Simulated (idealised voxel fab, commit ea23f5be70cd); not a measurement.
The following process module bears the name voxel capacitor over wiring.
Displayed cross-section: cut, width of 220 nm, square cells sized 5 nm.
In what follows, cross-sections appear as grids of square cells, described through bands that run from the top down, where every band is one or more rows of cells. Look at the band entry: it leads with the top's height and the bottom's height in nm. Then it lists the materials left to right, with a width in nm for each. The word "all across" on a single material says that material fills the band edge to edge. The word "air" is empty space. Note: height 0 marks the level under which the wafer is uniformly one material as received. Lowest band unbounded below, written "z 0 and below". Quick explanation for "30->40": the width changes in equal steps down the rows of cells, from the first number in the band's top row to the second number in its bottom row. Any step labelled "nothing changed" changed none of the cells in the cross-section. Closed-off voids of 8+ cells (no open route to the top) go in "Fully enclosed voids", written width x height at distance from the left edge, in nm. Past the settings on a step's line: simulator remark, on that step. If you see "overlay nm" on a step's line and that step has a mask, it's telling you how far right of where it was planned the mask ended up; a negative number means it went left instead.
## The process steps that were planned are listed below
1) op RECEIVE | material Si
2) op CONFORMAL_DEP | material SiO2 | thk nm 10
3) op DIRECTIONAL_DEP | material TiN | thk nm 5
4) op DIRECTIONAL_DEP | material W | thk nm 15
5) op DIRECTIONAL_DEP | material aC | thk nm 10
6) op PATTERN | tone cover | mask id METAL_1 | material resist | width nm 20 | pitch nm 70 | thk nm 30 | overlay nm 0
7) op DIRECTIONAL_ETCH | etch materials aC | depth nm 10
8) op STRIP | etch materials resist
9) op DIRECTIONAL_ETCH | etch materials W | depth nm 15
10) op DIRECTIONAL_ETCH | etch materials TiN | depth nm 5
11) op STRIP | etch materials aC
12) op CONFORMAL_DEP | material SiCN | thk nm 5
13) op FILL_DEP | material SiO2 | thk nm 5
14) op CMP | height nm 30
15) op CONFORMAL_DEP | material SiCN | thk nm 5
16) op DIRECTIONAL_DEP | material SiO2 | thk nm 15
17) op MASKED_ETCH | tone open | mask id PLUG_1 | width nm 15 | etch materials SiO2 | depth nm 15 | overlay nm 0
18) op MASKED_ETCH | tone open | mask id PLUG_1 | width nm 15 | etch materials SiCN | depth nm 5 | overlay nm 0
19) op CONFORMAL_DEP | material TiN | thk nm 5
20) op FILL_DEP | material Ru | thk nm 5
21) op CMP | height nm 50
22) op DIRECTIONAL_DEP | material TiN | thk nm 10
23) op DIRECTIONAL_DEP | material HfO2 | thk nm 5
24) op DIRECTIONAL_DEP | material TiN | thk nm 5
25) op PATTERN | tone cover | mask id UPPER_PLATE | material resist | width nm 55 | thk nm 15 | overlay nm 0
26) op DIRECTIONAL_ETCH | etch materials TiN | depth nm 5
27) op DIRECTIONAL_ETCH | etch materials HfO2 | depth nm 5
28) op STRIP | etch materials resist
29) op DIRECTIONAL_DEP | material aC | thk nm 10
30) op PATTERN | tone cover | mask id LOWER_PLATE | material resist | width nm 65 | thk nm 25 | overlay nm 0
31) op DIRECTIONAL_ETCH | etch materials aC | depth nm 10
32) op STRIP | etch materials resist
33) op DIRECTIONAL_ETCH | etch materials TiN | depth nm 10
34) op STRIP | etch materials aC
35) op FILL_DEP | material SiO2 | thk nm 15
36) op CMP | height nm 80
37) op PATTERN | tone open | mask id PLUG_2 | material resist | width nm 15 | thk nm 20 | overlay nm 0
38) op DIRECTIONAL_ETCH | etch materials SiO2 | depth nm 10
39) op STRIP | etch materials resist
40) op CONFORMAL_DEP | material TiN | thk nm 5
41) op FILL_DEP | material Ru | thk nm 10
42) op CMP | height nm 80
43) op CONFORMAL_DEP | material SiN | thk nm 5
## On the first of the two wafers: run conducted according to plan
## Cross-section of the wafer as it came to us, i.e., already through step 1
	z 0 and below  Si all across
	Fully enclosed voids: none
## Cross-section: wafer state after step 2
	z 10 to 0  SiO2 all across
	Below 0, no change.
## Cross-section: wafer state after step 3
	z 15 to 10  TiN all across
	Below 10, no change.
## Cross-section: wafer state after step 4
	z 30 to 15  W all across
	Below 15, no change.
## Cross-section: wafer state after step 5
	z 40 to 30  aC all across
	Below 30, no change.
## Cross-section: wafer state after step 6
	z 70 to 40  air (65)  resist (20)  air (50)  resist (20)  air (65)
	Below 40, no change.
## Cross-section: wafer state after step 7
	z 60 to 40  air (65)  resist (20)  air (50)  resist (20)  air (65)
	z 40 to 30  air (65)  aC (20)  air (50)  aC (20)  air (65)
	Below 30, no change.
## Cross-section: wafer state after step 8
	z 40 to 30  air (65)  aC (20)  air (50)  aC (20)  air (65)
	Below 30, no change.
## Cross-section: wafer state after step 9
	z 40 to 30  air (65)  aC (20)  air (50)  aC (20)  air (65)
	z 30 to 15  air (65)  W (20)  air (50)  W (20)  air (65)
	Below 15, no change.
## Cross-section: wafer state after step 10
	z 40 to 30  air (65)  aC (20)  air (50)  aC (20)  air (65)
	z 30 to 15  air (65)  W (20)  air (50)  W (20)  air (65)
	z 15 to 10  air (65)  TiN (20)  air (50)  TiN (20)  air (65)
	Below 10, no change.
## Cross-section: wafer state after step 11
	z 30 to 15  air (65)  W (20)  air (50)  W (20)  air (65)
	Below 15, no change.
## Cross-section: wafer state after step 12
	z 35 to 30  air (60)  SiCN (30)  air (40)  SiCN (30)  air (60)
	z 30 to 15  air (60)  SiCN (5)  W (20)  SiCN (5)  air (40)  SiCN (5)  W (20)  SiCN (5)  air (60)
	z 15 to 10  SiCN (65)  TiN (20)  SiCN (50)  TiN (20)  SiCN (65)
	Below 10, no change.
## Cross-section: wafer state after step 13
	z 40 to 35  SiO2 all across
	z 35 to 30  SiO2 (60)  SiCN (30)  SiO2 (40)  SiCN (30)  SiO2 (60)
	z 30 to 15  SiO2 (60)  SiCN (5)  W (20)  SiCN (5)  SiO2 (40)  SiCN (5)  W (20)  SiCN (5)  SiO2 (60)
	Below 15, no change.
## Cross-section: wafer state after step 14
	z 30 to 15  SiO2 (60)  SiCN (5)  W (20)  SiCN (5)  SiO2 (40)  SiCN (5)  W (20)  SiCN (5)  SiO2 (60)
	Below 15, no change.
## Cross-section: wafer state after step 15
	z 35 to 30  SiCN all across
	Below 30, no change.
## Cross-section: wafer state after step 16
	z 50 to 35  SiO2 all across
	Below 35, no change.
## Cross-section: wafer state after step 17
	z 50 to 35  SiO2 (70)  air (15)  SiO2 (135)
	Below 35, no change.
## Cross-section: wafer state after step 18
	z 50 to 35  SiO2 (70)  air (15)  SiO2 (135)
	z 35 to 30  SiCN (70)  air (15)  SiCN (135)
	Below 30, no change.
## Cross-section: wafer state after step 19
	z 55 to 50  TiN (75)  air (5)  TiN (140)
	z 50 to 35  SiO2 (70)  TiN (5)  air (5)  TiN (5)  SiO2 (135)
	z 35 to 30  SiCN (70)  TiN (15)  SiCN (135)
	Below 30, no change.
## Cross-section: wafer state after step 20
	z 60 to 55  Ru all across
	z 55 to 50  TiN (75)  Ru (5)  TiN (140)
	z 50 to 35  SiO2 (70)  TiN (5)  Ru (5)  TiN (5)  SiO2 (135)
	Below 35, no change.
## Cross-section: wafer state after step 21
	z 50 to 35  SiO2 (70)  TiN (5)  Ru (5)  TiN (5)  SiO2 (135)
	Below 35, no change.
## Cross-section: wafer state after step 22
	z 60 to 50  TiN all across
	Below 50, no change.
## Cross-section: wafer state after step 23
	z 65 to 60  HfO2 all across
	Below 60, no change.
## Cross-section: wafer state after step 24
	z 70 to 65  TiN all across
	Below 65, no change.
## Cross-section: wafer state after step 25
	z 85 to 70  air (70)  resist (55)  air (95)
	Below 70, no change.
## Cross-section: wafer state after step 26
	z 85 to 70  air (70)  resist (55)  air (95)
	z 70 to 65  air (70)  TiN (55)  air (95)
	Below 65, no change.
## Cross-section: wafer state after step 27
	z 85 to 70  air (70)  resist (55)  air (95)
	z 70 to 65  air (70)  TiN (55)  air (95)
	z 65 to 60  air (70)  HfO2 (55)  air (95)
	Below 60, no change.
## Cross-section: wafer state after step 28
	z 70 to 65  air (70)  TiN (55)  air (95)
	Below 65, no change.
## Cross-section: wafer state after step 29
	z 80 to 70  air (70)  aC (55)  air (95)
	z 70 to 65  aC (70)  TiN (55)  aC (95)
	z 65 to 60  aC (70)  HfO2 (55)  aC (95)
	Below 60, no change.
## Cross-section: wafer state after step 30
	z 105 to 80  air (65)  resist (65)  air (90)
	z 80 to 70  air (65)  resist (5)  aC (55)  resist (5)  air (90)
	Below 70, no change.
## Cross-section: wafer state after step 31
	z 95 to 80  air (65)  resist (65)  air (90)
	z 80 to 70  air (65)  resist (5)  aC (55)  resist (5)  air (90)
	z 70 to 65  air (65)  aC (5)  TiN (55)  aC (5)  air (90)
	z 65 to 60  air (65)  aC (5)  HfO2 (55)  aC (5)  air (90)
	Below 60, no change.
## Cross-section: wafer state after step 32
	z 80 to 70  air (70)  aC (55)  air (95)
	Below 70, no change.
## Cross-section: wafer state after step 33
	z 80 to 70  air (70)  aC (55)  air (95)
	z 70 to 65  air (65)  aC (5)  TiN (55)  aC (5)  air (90)
	z 65 to 60  air (65)  aC (5)  HfO2 (55)  aC (5)  air (90)
	z 60 to 50  air (65)  TiN (65)  air (90)
	Below 50, no change.
## Cross-section: wafer state after step 34
	z 70 to 65  air (70)  TiN (55)  air (95)
	z 65 to 60  air (70)  HfO2 (55)  air (95)
	Below 60, no change.
## Cross-section: wafer state after step 35
	z 85 to 70  SiO2 all across
	z 70 to 65  SiO2 (70)  TiN (55)  SiO2 (95)
	z 65 to 60  SiO2 (70)  HfO2 (55)  SiO2 (95)
	z 60 to 50  SiO2 (65)  TiN (65)  SiO2 (90)
	Below 50, no change.
## Cross-section: wafer state after step 36
	z 80 to 70  SiO2 all across
	Below 70, no change.
## Cross-section: wafer state after step 37
	z 100 to 80  resist (80)  air (15)  resist (125)
	Below 80, no change.
## Cross-section: wafer state after step 38
	z 100 to 80  resist (80)  air (15)  resist (125)
	z 80 to 70  SiO2 (80)  air (15)  SiO2 (125)
	Below 70, no change.
## Cross-section: wafer state after step 39
	z 80 to 70  SiO2 (80)  air (15)  SiO2 (125)
	Below 70, no change.
## Cross-section: wafer state after step 40
	z 85 to 80  TiN (85)  air (5)  TiN (130)
	z 80 to 75  SiO2 (80)  TiN (5)  air (5)  TiN (5)  SiO2 (125)
	z 75 to 65  SiO2 (80->70)  TiN (15->55)  SiO2 (125->95)
	Below 65, no change.
## Cross-section: wafer state after step 41
	z 95 to 85  Ru all across
	z 85 to 80  TiN (85)  Ru (5)  TiN (130)
	z 80 to 75  SiO2 (80)  TiN (5)  Ru (5)  TiN (5)  SiO2 (125)
	Below 75, no change.
## Cross-section: wafer state after step 42
	z 80 to 75  SiO2 (80)  TiN (5)  Ru (5)  TiN (5)  SiO2 (125)
	Below 75, no change.
## Cross-section: wafer state after step 43
	z 85 to 80  SiN all across
	Below 80, no change.
## Second wafer, same starting state and plan as the first, one mistake in the run, identical through step 1
## Second wafer shown in cross-section at the time step 2 was slated to end
	z 5 to 0  TiN all across
	Below 0, no change.
## Second wafer shown in cross-section at the time step 3 was slated to end
	z 15 to 5  SiO2 all across
	Below 5, no change.
## Second wafer shown in cross-section at the time step 4 was slated to end
	z 30 to 15  W all across
	Below 15, no change.
## Second wafer shown in cross-section at the time step 5 was slated to end
	z 40 to 30  aC all across
	Below 30, no change.
## Second wafer shown in cross-section at the time step 6 was slated to end
	z 70 to 40  air (65)  resist (20)  air (50)  resist (20)  air (65)
	Below 40, no change.
## Second wafer shown in cross-section at the time step 7 was slated to end
	z 60 to 40  air (65)  resist (20)  air (50)  resist (20)  air (65)
	z 40 to 30  air (65)  aC (20)  air (50)  aC (20)  air (65)
	Below 30, no change.
## Second wafer shown in cross-section at the time step 8 was slated to end
	z 40 to 30  air (65)  aC (20)  air (50)  aC (20)  air (65)
	Below 30, no change.
## Second wafer shown in cross-section at the time step 9 was slated to end
	z 40 to 30  air (65)  aC (20)  air (50)  aC (20)  air (65)
	z 30 to 15  air (65)  W (20)  air (50)  W (20)  air (65)
	Below 15, no change.
Second wafer shown in cross-section at the time step 10 was slated to end: nothing changed
## Second wafer shown in cross-section at the time step 11 was slated to end
	z 30 to 15  air (65)  W (20)  air (50)  W (20)  air (65)
	Below 15, no change.
## Second wafer shown in cross-section at the time step 12 was slated to end
	z 35 to 30  air (60)  SiCN (30)  air (40)  SiCN (30)  air (60)
	z 30 to 20  air (60)  SiCN (5)  W (20)  SiCN (5)  air (40)  SiCN (5)  W (20)  SiCN (5)  air (60)
	z 20 to 15  SiCN (65)  W (20)  SiCN (50)  W (20)  SiCN (65)
	Below 15, no change.
## Second wafer shown in cross-section at the time step 13 was slated to end
	z 40 to 35  SiO2 all across
	z 35 to 30  SiO2 (60)  SiCN (30)  SiO2 (40)  SiCN (30)  SiO2 (60)
	z 30 to 20  SiO2 (60)  SiCN (5)  W (20)  SiCN (5)  SiO2 (40)  SiCN (5)  W (20)  SiCN (5)  SiO2 (60)
	Below 20, no change.
## Second wafer shown in cross-section at the time step 14 was slated to end
	z 30 to 20  SiO2 (60)  SiCN (5)  W (20)  SiCN (5)  SiO2 (40)  SiCN (5)  W (20)  SiCN (5)  SiO2 (60)
	Below 20, no change.
## Second wafer shown in cross-section at the time step 15 was slated to end
	z 35 to 30  SiCN all across
	Below 30, no change.
## Second wafer shown in cross-section at the time step 16 was slated to end
	z 50 to 35  SiO2 all across
	Below 35, no change.
## Second wafer shown in cross-section at the time step 17 was slated to end
	z 50 to 35  SiO2 (70)  air (15)  SiO2 (135)
	Below 35, no change.
## Second wafer shown in cross-section at the time step 18 was slated to end
	z 50 to 35  SiO2 (70)  air (15)  SiO2 (135)
	z 35 to 30  SiCN (70)  air (15)  SiCN (135)
	Below 30, no change.
## Second wafer shown in cross-section at the time step 19 was slated to end
	z 55 to 50  TiN (75)  air (5)  TiN (140)
	z 50 to 35  SiO2 (70)  TiN (5)  air (5)  TiN (5)  SiO2 (135)
	z 35 to 30  SiCN (70)  TiN (15)  SiCN (135)
	Below 30, no change.
## Second wafer shown in cross-section at the time step 20 was slated to end
	z 60 to 55  Ru all across
	z 55 to 50  TiN (75)  Ru (5)  TiN (140)
	z 50 to 35  SiO2 (70)  TiN (5)  Ru (5)  TiN (5)  SiO2 (135)
	Below 35, no change.
## Second wafer shown in cross-section at the time step 21 was slated to end
	z 50 to 35  SiO2 (70)  TiN (5)  Ru (5)  TiN (5)  SiO2 (135)
	Below 35, no change.
## Second wafer shown in cross-section at the time step 22 was slated to end
	z 60 to 50  TiN all across
	Below 50, no change.
## Second wafer shown in cross-section at the time step 23 was slated to end
	z 65 to 60  HfO2 all across
	Below 60, no change.
## Second wafer shown in cross-section at the time step 24 was slated to end
	z 70 to 65  TiN all across
	Below 65, no change.
## Second wafer shown in cross-section at the time step 25 was slated to end
	z 85 to 70  air (70)  resist (55)  air (95)
	Below 70, no change.
## Second wafer shown in cross-section at the time step 26 was slated to end
	z 85 to 70  air (70)  resist (55)  air (95)
	z 70 to 65  air (70)  TiN (55)  air (95)
	Below 65, no change.
## Second wafer shown in cross-section at the time step 27 was slated to end
	z 85 to 70  air (70)  resist (55)  air (95)
	z 70 to 65  air (70)  TiN (55)  air (95)
	z 65 to 60  air (70)  HfO2 (55)  air (95)
	Below 60, no change.
## Second wafer shown in cross-section at the time step 28 was slated to end
	z 70 to 65  air (70)  TiN (55)  air (95)
	Below 65, no change.
## Second wafer shown in cross-section at the time step 29 was slated to end
	z 80 to 70  air (70)  aC (55)  air (95)
	z 70 to 65  aC (70)  TiN (55)  aC (95)
	z 65 to 60  aC (70)  HfO2 (55)  aC (95)
	Below 60, no change.
## Second wafer shown in cross-section at the time step 30 was slated to end
	z 105 to 80  air (65)  resist (65)  air (90)
	z 80 to 70  air (65)  resist (5)  aC (55)  resist (5)  air (90)
	Below 70, no change.
## Second wafer shown in cross-section at the time step 31 was slated to end
	z 95 to 80  air (65)  resist (65)  air (90)
	z 80 to 70  air (65)  resist (5)  aC (55)  resist (5)  air (90)
	z 70 to 65  air (65)  aC (5)  TiN (55)  aC (5)  air (90)
	z 65 to 60  air (65)  aC (5)  HfO2 (55)  aC (5)  air (90)
	Below 60, no change.
## Second wafer shown in cross-section at the time step 32 was slated to end
	z 80 to 70  air (70)  aC (55)  air (95)
	Below 70, no change.
## Second wafer shown in cross-section at the time step 33 was slated to end
	z 80 to 70  air (70)  aC (55)  air (95)
	z 70 to 65  air (65)  aC (5)  TiN (55)  aC (5)  air (90)
	z 65 to 60  air (65)  aC (5)  HfO2 (55)  aC (5)  air (90)
	z 60 to 50  air (65)  TiN (65)  air (90)
	Below 50, no change.
## Second wafer shown in cross-section at the time step 34 was slated to end
	z 70 to 65  air (70)  TiN (55)  air (95)
	z 65 to 60  air (70)  HfO2 (55)  air (95)
	Below 60, no change.
## Second wafer shown in cross-section at the time step 35 was slated to end
	z 85 to 70  SiO2 all across
	z 70 to 65  SiO2 (70)  TiN (55)  SiO2 (95)
	z 65 to 60  SiO2 (70)  HfO2 (55)  SiO2 (95)
	z 60 to 50  SiO2 (65)  TiN (65)  SiO2 (90)
	Below 50, no change.
## Second wafer shown in cross-section at the time step 36 was slated to end
	z 80 to 70  SiO2 all across
	Below 70, no change.
## Second wafer shown in cross-section at the time step 37 was slated to end
	z 100 to 80  resist (80)  air (15)  resist (125)
	Below 80, no change.
## Second wafer shown in cross-section at the time step 38 was slated to end
	z 100 to 80  resist (80)  air (15)  resist (125)
	z 80 to 70  SiO2 (80)  air (15)  SiO2 (125)
	Below 70, no change.
## Second wafer shown in cross-section at the time step 39 was slated to end
	z 80 to 70  SiO2 (80)  air (15)  SiO2 (125)
	Below 70, no change.
## Second wafer shown in cross-section at the time step 40 was slated to end
	z 85 to 80  TiN (85)  air (5)  TiN (130)
	z 80 to 75  SiO2 (80)  TiN (5)  air (5)  TiN (5)  SiO2 (125)
	z 75 to 65  SiO2 (80->70)  TiN (15->55)  SiO2 (125->95)
	Below 65, no change.
## Second wafer shown in cross-section at the time step 41 was slated to end
	z 95 to 85  Ru all across
	z 85 to 80  TiN (85)  Ru (5)  TiN (130)
	z 80 to 75  SiO2 (80)  TiN (5)  Ru (5)  TiN (5)  SiO2 (125)
	Below 75, no change.
## Second wafer shown in cross-section at the time step 42 was slated to end
	z 80 to 75  SiO2 (80)  TiN (5)  Ru (5)  TiN (5)  SiO2 (125)
	Below 75, no change.
## Second wafer shown in cross-section at the time step 43 was slated to end
	z 85 to 80  SiN all across
	Below 80, no change.
Error vs. plan: the run placed steps 2 and 3 each in the position the plan gave to the other
Upon completion, the second wafer contains, in terms of cells, a greater or smaller amount of certain materials than the first wafer: SiCN -4, SiO2 -32, TiN +36
